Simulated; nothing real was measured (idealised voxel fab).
process module | voxel lift off
cross-section cut | 165 nm wide | cells 5 nm
A cross-section is a grid of square cells, given in bands from the top down. A band is one or more rows of cells.
Each band's line starts with the height of the band's top and of its bottom, in nm. Then come its materials from left to right, each with its width in nm. One material with "throughout" fills the band from edge to edge. "air" is empty space.
Height 0 is the level under which the wafer as received is all one material. The lowest band goes on downwards, as in "0 down".
A width such as "30 to 40" changes by the same amount from each row of cells to the next, from the band's top row to its bottom row.
"no change" after a step means that no cell of the cross-section changed.
closed voids: empty space of 8 cells or more with no open way to the top, each as width x height at its distance from the left edge, in nm
after a step's settings: what the simulator itself notes on the step
overlay nm, on a step with a mask: how far to the right of its planned place the mask lay; to the left if negative
plan
1 op RECEIVE | material Si
2 op CONFORMAL_DEP | material SiO2 | thk nm 10
3 op PATTERN | tone open | mask id LINES | material resist | width nm 15 | pitch nm 30 | thk nm 25 | overlay nm 0
4 op DIRECTIONAL_DEP | material Ru | thk nm 15
5 op STRIP | etch materials resist
6 op CONFORMAL_DEP | material SiO2 | thk nm 5
as received, after step 1
  0 down: Si throughout
  closed voids: none
a wafer at the end: this start, this plan, one mistake
  20 to 15: air 25 | SiO2 25 | air 5 | SiO2 25 | air 5 | SiO2 25 | air 5 | SiO2 25 | air 25
  15 to 10: SiO2 30 | Ru 15 | SiO2 15 | Ru 15 | SiO2 15 | Ru 15 | SiO2 15 | Ru 15 | SiO2 30
  10 to 0: SiO2 throughout
  0 down: Si throughout
  closed voids: none
what went wrong: step 4 ran as: op DIRECTIONAL_DEP | material Ru | thk nm 5
